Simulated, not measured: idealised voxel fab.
This is a process module. Its name is voxel wiring stack.
It is cross-section cut that appears here, measuring 290 nm in width, its square cells being 5 nm in size.
This document writes a cross-section as a grid whose cells are square, and gives it as bands, listed from the top down; one or more rows of cells form a band.
Each band's line starts with the height of the band's top and of its bottom, in nm. Then come its materials from left to right, each with its width in nm. One material with "everywhere" fills the band from edge to edge. "empty" is empty space.
Heights are expressed relative to 0, this being the level below which the as-received wafer comprises one material exclusively. The lowest band is unbounded in the downward direction and is denoted as in "0 down".
When a width is written as two numbers, as in "30..40", the first number is the width in the top row of cells of the band and the second is the width in its bottom row, and the width changes by the same amount from each row to the next.
Step marked "same as before"? Then no cell in the cross-section changed in it.
Each empty space that has no open way to the top and spans at least 8 cells appears under "Completely enclosed voids" as width x height at distance, the distance counted from the left edge, all in nm.
What comes after the settings on a step's line is commentary from the simulator itself on that step.
You can add "overlay nm" to a step's line. For a step with a mask, it describes how far the mask lay to the right of its planned position, and a negative number describes a lay to the left.
Below you will find pairs of cross-sections. In each, one shows the wafer before one process step and the other after it, with the after view ending at the lowest band that changed. Under each pair is the step separating them, along with its settings. Do not assume the pairs form a chain: they can come from different runs of this module on the same starting wafer, and a pair continues from the pair above it only when its "State before step" entry says so.

State before step:
	0 down  Si everywhere
	Completely enclosed voids: none

Cut View, Post-Step:
	10 to 0  SiO2 everywhere
	Below 0, the layers are the same as they were.
	Completely enclosed voids: none
Between before and after as drawn above: CONFORMAL_DEP with material SiO2, thk nm 10

State before step: same picture as after in the pair right above, so we don't repeat it.

Cut View, Post-Step:
	15 to 10  SiN everywhere
	Below 10, the layers are the same as they were.
	Completely enclosed voids: none
Between before and after as drawn above: CONFORMAL_DEP with material SiN, thk nm 5

State before step: same picture as after in the pair right above, so we don't repeat it.

Cut View, Post-Step:
	30 to 15  lowk everywhere
	Below 15, the layers are the same as they were.
	Completely enclosed voids: none
Between before and after as drawn above: DIRECTIONAL_DEP with material lowk, thk nm 15

State before step: same picture as after in the pair right above, so we don't repeat it.

Cut View, Post-Step:
	30 to 15  60 of lowk  20 of empty  30 of lowk  20 of empty  30 of lowk  20 of empty  30 of lowk  20 of empty  60 of lowk
	Below 15, the layers are the same as they were.
	Completely enclosed voids: none
Between before and after as drawn above: MASKED_ETCH with tone open, mask id METAL_1, width nm 20, pitch nm 50, etch materials lowk, depth nm 15, overlay nm 0

State before step: same picture as after in the pair right above, so we don't repeat it.

Cut View, Post-Step:
	30 to 15  60 of lowk  20 of empty  30 of lowk  20 of empty  30 of lowk  20 of empty  30 of lowk  20 of empty  60 of lowk
	15 to 10  60 of SiN  20 of empty  30 of SiN  20 of empty  30 of SiN  20 of empty  30 of SiN  20 of empty  60 of SiN
	Below 10, the layers are the same as they were.
	Completely enclosed voids: none
Between before and after as drawn above: MASKED_ETCH with tone open, mask id METAL_1, width nm 20, pitch nm 50, etch materials SiN, depth nm 5, overlay nm 0

State before step: same picture as after in the pair right above, so we don't repeat it.

Cut View, Post-Step:
	35 to 30  65 of TiN  10 of empty  40 of TiN  10 of empty  40 of TiN  10 of empty  40 of TiN  10 of empty  65 of TiN
	30 to 15  60 of lowk  5 of TiN  10 of empty  5 of TiN  30 of lowk  5 of TiN  10 of empty  5 of TiN  30 of lowk  5 of TiN  10 of empty  5 of TiN  30 of lowk  5 of TiN  10 of empty  5 of TiN  60 of lowk
	15 to 10  60 of SiN  20 of TiN  30 of SiN  20 of TiN  30 of SiN  20 of TiN  30 of SiN  20 of TiN  60 of SiN
	Below 10, the layers are the same as they were.
	Completely enclosed voids: none
Between before and after as drawn above: CONFORMAL_DEP with material TiN, thk nm 5

State before step: same picture as after in the pair right above, so we don't repeat it.

Cut View, Post-Step:
	40 to 35  Cu everywhere
	35 to 30  65 of TiN  10 of Cu  40 of TiN  10 of Cu  40 of TiN  10 of Cu  40 of TiN  10 of Cu  65 of TiN
	30 to 15  60 of lowk  5 of TiN  10 of Cu  5 of TiN  30 of lowk  5 of TiN  10 of Cu  5 of TiN  30 of lowk  5 of TiN  10 of Cu  5 of TiN  30 of lowk  5 of TiN  10 of Cu  5 of TiN  60 of lowk
	Below 15, the layers are the same as they were.
	Completely enclosed voids: none
Between before and after as drawn above: FILL_DEP with material Cu, thk nm 5

State before step: same picture as after in the pair right above, so we don't repeat it.

Cut View, Post-Step:
	30 to 15  60 of lowk  5 of TiN  10 of Cu  5 of TiN  30 of lowk  5 of TiN  10 of Cu  5 of TiN  30 of lowk  5 of TiN  10 of Cu  5 of TiN  30 of lowk  5 of TiN  10 of Cu  5 of TiN  60 of lowk
	Below 15, the layers are the same as they were.
	Completely enclosed voids: none
Between before and after as drawn above: CMP with height nm 30

State before step: same picture as after in the pair right above, so we don't repeat it.

Cut View, Post-Step:
	35 to 30  SiCN everywhere
	Below 30, the layers are the same as they were.
	Completely enclosed voids: none
Between before and after as drawn above: CONFORMAL_DEP with material SiCN, thk nm 5

State before step: same picture as after in the pair right above, so we don't repeat it.

Cut View, Post-Step:
	65 to 35  SiO2 everywhere
	Below 35, the layers are the same as they were.
	Completely enclosed voids: none
Between before and after as drawn above: DIRECTIONAL_DEP with material SiO2, thk nm 30

State before step: same picture as after in the pair right above, so we don't repeat it.

Cut View, Post-Step:
	80 to 65  60 of resist  15 of empty  35 of resist  15 of empty  35 of resist  15 of empty  35 of resist  15 of empty  65 of resist
	Below 65, the layers are the same as they were.
	Completely enclosed voids: none
Between before and after as drawn above: PATTERN with tone open, mask id METAL_2_HOLES, material resist, width nm 15, pitch nm 50, thk nm 15, overlay nm 0

State before step: same picture as after in the pair right above, so we don't repeat it.

Cut View, Post-Step:
	80 to 65  60 of resist  15 of empty  35 of resist  15 of empty  35 of resist  15 of empty  35 of resist  15 of empty  65 of resist
	65 to 35  60 of SiO2  15 of empty  35 of SiO2  15 of empty  35 of SiO2  15 of empty  35 of SiO2  15 of empty  65 of SiO2
	Below 35, the layers are the same as they were.
	Completely enclosed voids: none
Between before and after as drawn above: DIRECTIONAL_ETCH with etch materials SiO2, depth nm 30

State before step: same picture as after in the pair right above, so we don't repeat it.

Cut View, Post-Step:
	65 to 35  60 of SiO2  15 of empty  35 of SiO2  15 of empty  35 of SiO2  15 of empty  35 of SiO2  15 of empty  65 of SiO2
	Below 35, the layers are the same as they were.
	Completely enclosed voids: none
Between before and after as drawn above: STRIP with etch materials resist

State before step: same picture as after in the pair right above, so we don't repeat it.

Cut View, Post-Step:
	65 to 50  60 of SiO2  20 of empty  30 of SiO2  20 of empty  30 of SiO2  20 of empty  30 of SiO2  20 of empty  60 of SiO2
	Below 50, the layers are the same as they were.
	Completely enclosed voids: none
Between before and after as drawn above: MASKED_ETCH with tone open, mask id METAL_2, width nm 20, pitch nm 50, etch materials SiO2, depth nm 15, overlay nm 0

State before step: same picture as after in the pair right above, so we don't repeat it.

Cut View, Post-Step:
	65 to 50  60 of SiO2  20 of empty  30 of SiO2  20 of empty  30 of SiO2  20 of empty  30 of SiO2  20 of empty  60 of SiO2
	50 to 35  60 of SiO2  15 of empty  35 of SiO2  15 of empty  35 of SiO2  15 of empty  35 of SiO2  15 of empty  65 of SiO2
	35 to 30  60 of SiCN  15 of empty  35 of SiCN  15 of empty  35 of SiCN  15 of empty  35 of SiCN  15 of empty  65 of SiCN
	Below 30, the layers are the same as they were.
	Completely enclosed voids: none
Between before and after as drawn above: MASKED_ETCH with tone open, mask id METAL_2, width nm 20, pitch nm 50, etch materials SiCN, depth nm 5, overlay nm 0

State before step: same picture as after in the pair right above, so we don't repeat it.

Cut View, Post-Step:
	70 to 65  65 of TiN  10 of empty  40 of TiN  10 of empty  40 of TiN  10 of empty  40 of TiN  10 of empty  65 of TiN
	65 to 55  60 of SiO2  5 of TiN  10 of empty  5 of TiN  30 of SiO2  5 of TiN  10 of empty  5 of TiN  30 of SiO2  5 of TiN  10 of empty  5 of TiN  30 of SiO2  5 of TiN  10 of empty  5 of TiN  60 of SiO2
	55 to 50  60 of SiO2  5 of TiN  5 of empty  10 of TiN  30 of SiO2  5 of TiN  5 of empty  10 of TiN  30 of SiO2  5 of TiN  5 of empty  10 of TiN  30 of SiO2  5 of TiN  5 of empty  10 of TiN  60 of SiO2
	50 to 35  60 of SiO2  5 of TiN  5 of empty  5 of TiN  35 of SiO2  5 of TiN  5 of empty  5 of TiN  35 of SiO2  5 of TiN  5 of empty  5 of TiN  35 of SiO2  5 of TiN  5 of empty  5 of TiN  65 of SiO2
	35 to 30  60 of SiCN  15 of TiN  35 of SiCN  15 of TiN  35 of SiCN  15 of TiN  35 of SiCN  15 of TiN  65 of SiCN
	Below 30, the layers are the same as they were.
	Completely enclosed voids: none
Between before and after as drawn above: CONFORMAL_DEP with material TiN, thk nm 5

State before step: same picture as after in the pair right above, so we don't repeat it.

Cut View, Post-Step:
	75 to 70  Cu everywhere
	70 to 65  65 of TiN  10 of Cu  40 of TiN  10 of Cu  40 of TiN  10 of Cu  40 of TiN  10 of Cu  65 of TiN
	65 to 55  60 of SiO2  5 of TiN  10 of Cu  5 of TiN  30 of SiO2  5 of TiN  10 of Cu  5 of TiN  30 of SiO2  5 of TiN  10 of Cu  5 of TiN  30 of SiO2  5 of TiN  10 of Cu  5 of TiN  60 of SiO2
	55 to 50  60 of SiO2  5 of TiN  5 of Cu  10 of TiN  30 of SiO2  5 of TiN  5 of Cu  10 of TiN  30 of SiO2  5 of TiN  5 of Cu  10 of TiN  30 of SiO2  5 of TiN  5 of Cu  10 of TiN  60 of SiO2
	50 to 35  60 of SiO2  5 of TiN  5 of Cu  5 of TiN  35 of SiO2  5 of TiN  5 of Cu  5 of TiN  35 of SiO2  5 of TiN  5 of Cu  5 of TiN  35 of SiO2  5 of TiN  5 of Cu  5 of TiN  65 of SiO2
	Below 35, the layers are the same as they were.
	Completely enclosed voids: none
Between before and after as drawn above: FILL_DEP with material Cu, thk nm 5

State before step: same picture as after in the pair right above, so we don't repeat it.

Cut View, Post-Step:
	65 to 55  60 of SiO2  5 of TiN  10 of Cu  5 of TiN  30 of SiO2  5 of TiN  10 of Cu  5 of TiN  30 of SiO2  5 of TiN  10 of Cu  5 of TiN  30 of SiO2  5 of TiN  10 of Cu  5 of TiN  60 of SiO2
	Below 55, the layers are the same as they were.
	Completely enclosed voids: none
Between before and after as drawn above: CMP with height nm 65

State before step: same picture as after in the pair right above, so we don't repeat it.

Cut View, Post-Step:
	70 to 65  SiCN everywhere
	Below 65, the layers are the same as they were.
	Completely enclosed voids: none
Between before and after as drawn above: CONFORMAL_DEP with material SiCN, thk nm 5

State before step:
	10 to 0  SiO2 everywhere
	0 down  Si everywhere
	Completely enclosed voids: none

Cut View, Post-Step:
	25 to 10  lowk everywhere
	Below 10, the layers are the same as they were.
	Completely enclosed voids: none
Between before and after as drawn above: DIRECTIONAL_DEP with material lowk, thk nm 15

State before step: same picture as after in the pair right above, so we don't repeat it.

Cut View, Post-Step:
	25 to 10  60 of lowk  20 of empty  30 of lowk  20 of empty  30 of lowk  20 of empty  30 of lowk  20 of empty  60 of lowk
	Below 10, the layers are the same as they were.
	Completely enclosed voids: none
Between before and after as drawn above: MASKED_ETCH with tone open, mask id METAL_1, width nm 20, pitch nm 50, etch materials lowk, depth nm 15, overlay nm 0

State before step: same picture as after in the pair right above, so we don't repeat it.

Cut View, Post-Step:
	30 to 25  65 of TiN  10 of empty  40 of TiN  10 of empty  40 of TiN  10 of empty  40 of TiN  10 of empty  65 of TiN
	25 to 15  60 of lowk  5 of TiN  10 of empty  5 of TiN  30 of lowk  5 of TiN  10 of empty  5 of TiN  30 of lowk  5 of TiN  10 of empty  5 of TiN  30 of lowk  5 of TiN  10 of empty  5 of TiN  60 of lowk
	15 to 10  60 of lowk  20 of TiN  30 of lowk  20 of TiN  30 of lowk  20 of TiN  30 of lowk  20 of TiN  60 of lowk
	Below 10, the layers are the same as they were.
	Completely enclosed voids: none
Between before and after as drawn above: CONFORMAL_DEP with material TiN, thk nm 5

State before step: same picture as after in the pair right above, so we don't repeat it.

Cut View, Post-Step:
	35 to 30  Cu everywhere
	30 to 25  65 of TiN  10 of Cu  40 of TiN  10 of Cu  40 of TiN  10 of Cu  40 of TiN  10 of Cu  65 of TiN
	25 to 15  60 of lowk  5 of TiN  10 of Cu  5 of TiN  30 of lowk  5 of TiN  10 of Cu  5 of TiN  30 of lowk  5 of TiN  10 of Cu  5 of TiN  30 of lowk  5 of TiN  10 of Cu  5 of TiN  60 of lowk
	Below 15, the layers are the same as they were.
	Completely enclosed voids: none
Between before and after as drawn above: FILL_DEP with material Cu, thk nm 5

State before step: same picture as after in the pair right above, so we don't repeat it.

Cut View, Post-Step:
	30 to 25  65 of TiN  10 of Cu  40 of TiN  10 of Cu  40 of TiN  10 of Cu  40 of TiN  10 of Cu  65 of TiN
	Below 25, the layers are the same as they were.
	Completely enclosed voids: none
Between before and after as drawn above: CMP with height nm 30

State before step: same picture as after in the pair right above, so we don't repeat it.

Cut View, Post-Step:
	35 to 30  SiCN everywhere
	Below 30, the layers are the same as they were.
	Completely enclosed voids: none
Between before and after as drawn above: CONFORMAL_DEP with material SiCN, thk nm 5

State before step: same picture as after in the pair right above, so we don't repeat it.

Cut View, Post-Step:
	65 to 35  SiO2 everywhere
	Below 35, the layers are the same as they were.
	Completely enclosed voids: none
Between before and after as drawn above: DIRECTIONAL_DEP with material SiO2, thk nm 30

State before step: same picture as after in the pair right above, so we don't repeat it.

Cut View, Post-Step:
	80 to 65  60 of resist  15 of empty  35 of resist  15 of empty  35 of resist  15 of empty  35 of resist  15 of empty  65 of resist
	Below 65, the layers are the same as they were.
	Completely enclosed voids: none
Between before and after as drawn above: PATTERN with tone open, mask id METAL_2_HOLES, material resist, width nm 15, pitch nm 50, thk nm 15, overlay nm 0

State before step: same picture as after in the pair right above, so we don't repeat it.

Cut View, Post-Step:
	80 to 65  60 of resist  15 of empty  35 of resist  15 of empty  35 of resist  15 of empty  35 of resist  15 of empty  65 of resist
	65 to 35  60 of SiO2  15 of empty  35 of SiO2  15 of empty  35 of SiO2  15 of empty  35 of SiO2  15 of empty  65 of SiO2
	Below 35, the layers are the same as they were.
	Completely enclosed voids: none
Between before and after as drawn above: DIRECTIONAL_ETCH with etch materials SiO2, depth nm 30

State before step: same picture as after in the pair right above, so we don't repeat it.

Cut View, Post-Step:
	65 to 35  60 of SiO2  15 of empty  35 of SiO2  15 of empty  35 of SiO2  15 of empty  35 of SiO2  15 of empty  65 of SiO2
	Below 35, the layers are the same as they were.
	Completely enclosed voids: none
Between before and after as drawn above: STRIP with etch materials resist

State before step: same picture as after in the pair right above, so we don't repeat it.

Cut View, Post-Step:
	65 to 50  60 of SiO2  20 of empty  30 of SiO2  20 of empty  30 of SiO2  20 of empty  30 of SiO2  20 of empty  60 of SiO2
	Below 50, the layers are the same as they were.
	Completely enclosed voids: none
Between before and after as drawn above: MASKED_ETCH with tone open, mask id METAL_2, width nm 20, pitch nm 50, etch materials SiO2, depth nm 15, overlay nm 0

State before step: same picture as after in the pair right above, so we don't repeat it.

Cut View, Post-Step:
	65 to 50  60 of SiO2  20 of empty  30 of SiO2  20 of empty  30 of SiO2  20 of empty  30 of SiO2  20 of empty  60 of SiO2
	50 to 35  60 of SiO2  15 of empty  35 of SiO2  15 of empty  35 of SiO2  15 of empty  35 of SiO2  15 of empty  65 of SiO2
	35 to 30  60 of SiCN  15 of empty  35 of SiCN  15 of empty  35 of SiCN  15 of empty  35 of SiCN  15 of empty  65 of SiCN
	Below 30, the layers are the same as they were.
	Completely enclosed voids: none
Between before and after as drawn above: MASKED_ETCH with tone open, mask id METAL_2, width nm 20, pitch nm 50, etch materials SiCN, depth nm 5, overlay nm 0

State before step: same picture as after in the pair right above, so we don't repeat it.

Cut View, Post-Step:
	70 to 65  65 of TiN  10 of empty  40 of TiN  10 of empty  40 of TiN  10 of empty  40 of TiN  10 of empty  65 of TiN
	65 to 55  60 of SiO2  5 of TiN  10 of empty  5 of TiN  30 of SiO2  5 of TiN  10 of empty  5 of TiN  30 of SiO2  5 of TiN  10 of empty  5 of TiN  30 of SiO2  5 of TiN  10 of empty  5 of TiN  60 of SiO2
	55 to 50  60 of SiO2  5 of TiN  5 of empty  10 of TiN  30 of SiO2  5 of TiN  5 of empty  10 of TiN  30 of SiO2  5 of TiN  5 of empty  10 of TiN  30 of SiO2  5 of TiN  5 of empty  10 of TiN  60 of SiO2
	50 to 35  60 of SiO2  5 of TiN  5 of empty  5 of TiN  35 of SiO2  5 of TiN  5 of empty  5 of TiN  35 of SiO2  5 of TiN  5 of empty  5 of TiN  35 of SiO2  5 of TiN  5 of empty  5 of TiN  65 of SiO2
	35 to 30  60 of SiCN  15 of TiN  35 of SiCN  15 of TiN  35 of SiCN  15 of TiN  35 of SiCN  15 of TiN  65 of SiCN
	Below 30, the layers are the same as they were.
	Completely enclosed voids: none
Between before and after as drawn above: CONFORMAL_DEP with material TiN, thk nm 5

State before step: same picture as after in the pair right above, so we don't repeat it.

Cut View, Post-Step:
	75 to 70  Cu everywhere
	70 to 65  65 of TiN  10 of Cu  40 of TiN  10 of Cu  40 of TiN  10 of Cu  40 of TiN  10 of Cu  65 of TiN
	65 to 55  60 of SiO2  5 of TiN  10 of Cu  5 of TiN  30 of SiO2  5 of TiN  10 of Cu  5 of TiN  30 of SiO2  5 of TiN  10 of Cu  5 of TiN  30 of SiO2  5 of TiN  10 of Cu  5 of TiN  60 of SiO2
	55 to 50  60 of SiO2  5 of TiN  5 of Cu  10 of TiN  30 of SiO2  5 of TiN  5 of Cu  10 of TiN  30 of SiO2  5 of TiN  5 of Cu  10 of TiN  30 of SiO2  5 of TiN  5 of Cu  10 of TiN  60 of SiO2
	50 to 35  60 of SiO2  5 of TiN  5 of Cu  5 of TiN  35 of SiO2  5 of TiN  5 of Cu  5 of TiN  35 of SiO2  5 of TiN  5 of Cu  5 of TiN  35 of SiO2  5 of TiN  5 of Cu  5 of TiN  65 of SiO2
	Below 35, the layers are the same as they were.
	Completely enclosed voids: none
Between before and after as drawn above: FILL_DEP with material Cu, thk nm 5

State before step: same picture as after in the pair right above, so we don't repeat it.

Cut View, Post-Step:
	65 to 55  60 of SiO2  5 of TiN  10 of Cu  5 of TiN  30 of SiO2  5 of TiN  10 of Cu  5 of TiN  30 of SiO2  5 of TiN  10 of Cu  5 of TiN  30 of SiO2  5 of TiN  10 of Cu  5 of TiN  60 of SiO2
	Below 55, the layers are the same as they were.
	Completely enclosed voids: none
Between before and after as drawn above: CMP with height nm 65

State before step: same picture as after in the pair right above, so we don't repeat it.

Cut View, Post-Step:
	70 to 65  SiCN everywhere
	Below 65, the layers are the same as they were.
	Completely enclosed voids: none
Between before and after as drawn above: CONFORMAL_DEP with material SiCN, thk nm 5

State before step:
	65 to 35  SiO2 everywhere
	35 to 30  SiCN everywhere
	30 to 15  60 of lowk  5 of TiN  10 of Cu  5 of TiN  30 of lowk  5 of TiN  10 of Cu  5 of TiN  30 of lowk  5 of TiN  10 of Cu  5 of TiN  30 of lowk  5 of TiN  10 of Cu  5 of TiN  60 of lowk
	15 to 10  60 of SiN  20 of TiN  30 of SiN  20 of TiN  30 of SiN  20 of TiN  30 of SiN  20 of TiN  60 of SiN
	10 to 0  SiO2 everywhere
	0 down  Si everywhere
	Completely enclosed voids: none

Cut View, Post-Step:
	95 to 35  SiO2 everywhere
	Below 35, the layers are the same as they were.
	Completely enclosed voids: none
Between before and after as drawn above: DIRECTIONAL_DEP with material SiO2, thk nm 30

State before step: same picture as after in the pair right above, so we don't repeat it.

Cut View, Post-Step:
	110 to 95  60 of resist  15 of empty  35 of resist  15 of empty  35 of resist  15 of empty  35 of resist  15 of empty  65 of resist
	Below 95, the layers are the same as they were.
	Completely enclosed voids: none
Between before and after as drawn above: PATTERN with tone open, mask id METAL_2_HOLES, material resist, width nm 15, pitch nm 50, thk nm 15, overlay nm 0

State before step: same picture as after in the pair right above, so we don't repeat it.

Cut View, Post-Step:
	110 to 95  60 of resist  15 of empty  35 of resist  15 of empty  35 of resist  15 of empty  35 of resist  15 of empty  65 of resist
	95 to 65  60 of SiO2  15 of empty  35 of SiO2  15 of empty  35 of SiO2  15 of empty  35 of SiO2  15 of empty  65 of SiO2
	Below 65, the layers are the same as they were.
	Completely enclosed voids: none
Between before and after as drawn above: DIRECTIONAL_ETCH with etch materials SiO2, depth nm 30

State before step: same picture as after in the pair right above, so we don't repeat it.

Cut View, Post-Step:
	95 to 65  60 of SiO2  15 of empty  35 of SiO2  15 of empty  35 of SiO2  15 of empty  35 of SiO2  15 of empty  65 of SiO2
	Below 65, the layers are the same as they were.
	Completely enclosed voids: none
Between before and after as drawn above: STRIP with etch materials resist

State before step: same picture as after in the pair right above, so we don't repeat it.

Cut View, Post-Step:
	95 to 80  60 of SiO2  20 of empty  30 of SiO2  20 of empty  30 of SiO2  20 of empty  30 of SiO2  20 of empty  60 of SiO2
	80 to 50  60 of SiO2  15 of empty  35 of SiO2  15 of empty  35 of SiO2  15 of empty  35 of SiO2  15 of empty  65 of SiO2
	Below 50, the layers are the same as they were.
	Completely enclosed voids: none
Between before and after as drawn above: MASKED_ETCH with tone open, mask id METAL_2, width nm 20, pitch nm 50, etch materials SiO2, depth nm 15, overlay nm 0

State before step: same picture as after in the pair right above, so we don't repeat it.

Cut View, Post-Step:
	100 to 95  65 of TiN  10 of empty  40 of TiN  10 of empty  40 of TiN  10 of empty  40 of TiN  10 of empty  65 of TiN
	95 to 85  60 of SiO2  5 of TiN  10 of empty  5 of TiN  30 of SiO2  5 of TiN  10 of empty  5 of TiN  30 of SiO2  5 of TiN  10 of empty  5 of TiN  30 of SiO2  5 of TiN  10 of empty  5 of TiN  60 of SiO2
	85 to 80  60 of SiO2  5 of TiN  5 of empty  10 of TiN  30 of SiO2  5 of TiN  5 of empty  10 of TiN  30 of SiO2  5 of TiN  5 of empty  10 of TiN  30 of SiO2  5 of TiN  5 of empty  10 of TiN  60 of SiO2
	80 to 55  60 of SiO2  5 of TiN  5 of empty  5 of TiN  35 of SiO2  5 of TiN  5 of empty  5 of TiN  35 of SiO2  5 of TiN  5 of empty  5 of TiN  35 of SiO2  5 of TiN  5 of empty  5 of TiN  65 of SiO2
	55 to 50  60 of SiO2  15 of TiN  35 of SiO2  15 of TiN  35 of SiO2  15 of TiN  35 of SiO2  15 of TiN  65 of SiO2
	Below 50, the layers are the same as they were.
	Completely enclosed voids: none
Between before and after as drawn above: CONFORMAL_DEP with material TiN, thk nm 5

State before step: same picture as after in the pair right above, so we don't repeat it.

Cut View, Post-Step:
	105 to 100  Cu everywhere
	100 to 95  65 of TiN  10 of Cu  40 of TiN  10 of Cu  40 of TiN  10 of Cu  40 of TiN  10 of Cu  65 of TiN
	95 to 85  60 of SiO2  5 of TiN  10 of Cu  5 of TiN  30 of SiO2  5 of TiN  10 of Cu  5 of TiN  30 of SiO2  5 of TiN  10 of Cu  5 of TiN  30 of SiO2  5 of TiN  10 of Cu  5 of TiN  60 of SiO2
	85 to 80  60 of SiO2  5 of TiN  5 of Cu  10 of TiN  30 of SiO2  5 of TiN  5 of Cu  10 of TiN  30 of SiO2  5 of TiN  5 of Cu  10 of TiN  30 of SiO2  5 of TiN  5 of Cu  10 of TiN  60 of SiO2
	80 to 55  60 of SiO2  5 of TiN  5 of Cu  5 of TiN  35 of SiO2  5 of TiN  5 of Cu  5 of TiN  35 of SiO2  5 of TiN  5 of Cu  5 of TiN  35 of SiO2  5 of TiN  5 of Cu  5 of TiN  65 of SiO2
	Below 55, the layers are the same as they were.
	Completely enclosed voids: none
Between before and after as drawn above: FILL_DEP with material Cu, thk nm 5

State before step: same picture as after in the pair right above, so we don't repeat it.

Cut View, Post-Step:
	65 to 55  60 of SiO2  5 of TiN  5 of Cu  5 of TiN  35 of SiO2  5 of TiN  5 of Cu  5 of TiN  35 of SiO2  5 of TiN  5 of Cu  5 of TiN  35 of SiO2  5 of TiN  5 of Cu  5 of TiN  65 of SiO2
	Below 55, the layers are the same as they were.
	Completely enclosed voids: none
Between before and after as drawn above: CMP with height nm 65

State before step: same picture as after in the pair right above, so we don't repeat it.

Cut View, Post-Step:
	70 to 65  SiCN everywhere
	Below 65, the layers are the same as they were.
	Completely enclosed voids: none
Between before and after as drawn above: CONFORMAL_DEP with material SiCN, thk nm 5

State before step:
	30 to 15  60 of lowk  5 of TiN  10 of Cu  5 of TiN  30 of lowk  5 of TiN  10 of Cu  5 of TiN  30 of lowk  5 of TiN  10 of Cu  5 of TiN  30 of lowk  5 of TiN  10 of Cu  5 of TiN  60 of lowk
	15 to 10  60 of SiN  20 of TiN  30 of SiN  20 of TiN  30 of SiN  20 of TiN  30 of SiN  20 of TiN  60 of SiN
	10 to 0  SiO2 everywhere
	0 down  Si everywhere
	Completely enclosed voids: none

Cut View, Post-Step:
	60 to 30  SiO2 everywhere
	Below 30, the layers are the same as they were.
	Completely enclosed voids: none
Between before and after as drawn above: DIRECTIONAL_DEP with material SiO2, thk nm 30

State before step: same picture as after in the pair right above, so we don't repeat it.

Cut View, Post-Step:
	65 to 60  SiCN everywhere
	Below 60, the layers are the same as they were.
	Completely enclosed voids: none
Between before and after as drawn above: CONFORMAL_DEP with material SiCN, thk nm 5

State before step: same picture as after in the pair right above, so we don't repeat it.

Cut View, Post-Step:
	80 to 65  60 of resist  15 of empty  35 of resist  15 of empty  35 of resist  15 of empty  35 of resist  15 of empty  65 of resist
	Below 65, the layers are the same as they were.
	Completely enclosed voids: none
Between before and after as drawn above: PATTERN with tone open, mask id METAL_2_HOLES, material resist, width nm 15, pitch nm 50, thk nm 15, overlay nm 0

State before step: same picture as after in the pair right above, so we don't repeat it.

Cut View, Post-Step:
	65 to 60  SiCN everywhere
	Below 60, the layers are the same as they were.
	Completely enclosed voids: none
Between before and after as drawn above: STRIP with etch materials resist

State before step: same picture as after in the pair right above, so we don't repeat it.

Cut View, Post-Step:
	65 to 60  60 of SiCN  20 of empty  30 of SiCN  20 of empty  30 of SiCN  20 of empty  30 of SiCN  20 of empty  60 of SiCN
	Below 60, the layers are the same as they were.
	Completely enclosed voids: none
Between before and after as drawn above: MASKED_ETCH with tone open, mask id METAL_2, width nm 20, pitch nm 50, etch materials SiCN, depth nm 5, overlay nm 0

State before step: same picture as after in the pair right above, so we don't repeat it.

Cut View, Post-Step:
	70 to 65  65 of TiN  10 of empty  40 of TiN  10 of empty  40 of TiN  10 of empty  40 of TiN  10 of empty  65 of TiN
	65 to 60  60 of SiCN  20 of TiN  30 of SiCN  20 of TiN  30 of SiCN  20 of TiN  30 of SiCN  20 of TiN  60 of SiCN
	Below 60, the layers are the same as they were.
	Completely enclosed voids: none
Between before and after as drawn above: CONFORMAL_DEP with material TiN, thk nm 5

State before step: same picture as after in the pair right above, so we don't repeat it.

Cut View, Post-Step:
	75 to 70  Cu everywhere
	70 to 65  65 of TiN  10 of Cu  40 of TiN  10 of Cu  40 of TiN  10 of Cu  40 of TiN  10 of Cu  65 of TiN
	Below 65, the layers are the same as they were.
	Completely enclosed voids: none
Between before and after as drawn above: FILL_DEP with material Cu, thk nm 5

State before step: same picture as after in the pair right above, so we don't repeat it.

Cut View, Post-Step:
	65 to 60  60 of SiCN  20 of TiN  30 of SiCN  20 of TiN  30 of SiCN  20 of TiN  30 of SiCN  20 of TiN  60 of SiCN
	Below 60, the layers are the same as they were.
	Completely enclosed voids: none
Between before and after as drawn above: CMP with height nm 65

State before step: same picture as after in the pair right above, so we don't repeat it.

Cut View, Post-Step:
	70 to 65  SiCN everywhere
	Below 65, the layers are the same as they were.
	Completely enclosed voids: none
Between before and after as drawn above: CONFORMAL_DEP with material SiCN, thk nm 5

State before step:
	75 to 70  Cu everywhere
	70 to 65  65 of TiN  10 of Cu  40 of TiN  10 of Cu  40 of TiN  10 of Cu  40 of TiN  10 of Cu  65 of TiN
	65 to 55  60 of SiO2  5 of TiN  10 of Cu  5 of TiN  30 of SiO2  5 of TiN  10 of Cu  5 of TiN  30 of SiO2  5 of TiN  10 of Cu  5 of TiN  30 of SiO2  5 of TiN  10 of Cu  5 of TiN  60 of SiO2
	55 to 50  60 of SiO2  5 of TiN  5 of Cu  10 of TiN  30 of SiO2  5 of TiN  5 of Cu  10 of TiN  30 of SiO2  5 of TiN  5 of Cu  10 of TiN  30 of SiO2  5 of TiN  5 of Cu  10 of TiN  60 of SiO2
	50 to 35  60 of SiO2  5 of TiN  5 of Cu  5 of TiN  35 of SiO2  5 of TiN  5 of Cu  5 of TiN  35 of SiO2  5 of TiN  5 of Cu  5 of TiN  35 of SiO2  5 of TiN  5 of Cu  5 of TiN  65 of SiO2
	35 to 30  60 of SiCN  15 of TiN  35 of SiCN  15 of TiN  35 of SiCN  15 of TiN  35 of SiCN  15 of TiN  65 of SiCN
	30 to 15  60 of lowk  5 of TiN  10 of Cu  5 of TiN  30 of lowk  5 of TiN  10 of Cu  5 of TiN  30 of lowk  5 of TiN  10 of Cu  5 of TiN  30 of lowk  5 of TiN  10 of Cu  5 of TiN  60 of lowk
	15 to 10  60 of SiN  20 of TiN  30 of SiN  20 of TiN  30 of SiN  20 of TiN  30 of SiN  20 of TiN  60 of SiN
	10 to 0  SiO2 everywhere
	0 down  Si everywhere
	Completely enclosed voids: none

Cut View, Post-Step:
	55 to 50  60 of SiO2  5 of TiN  5 of Cu  10 of TiN  30 of SiO2  5 of TiN  5 of Cu  10 of TiN  30 of SiO2  5 of TiN  5 of Cu  10 of TiN  30 of SiO2  5 of TiN  5 of Cu  10 of TiN  60 of SiO2
	Below 50, the layers are the same as they were.
	Completely enclosed voids: none
Between before and after as drawn above: CMP with height nm 55

State before step: same picture as after in the pair right above, so we don't repeat it.

Cut View, Post-Step:
	60 to 55  SiCN everywhere
	Below 55, the layers are the same as they were.
	Completely enclosed voids: none
Between before and after as drawn above: CONFORMAL_DEP with material SiCN, thk nm 5
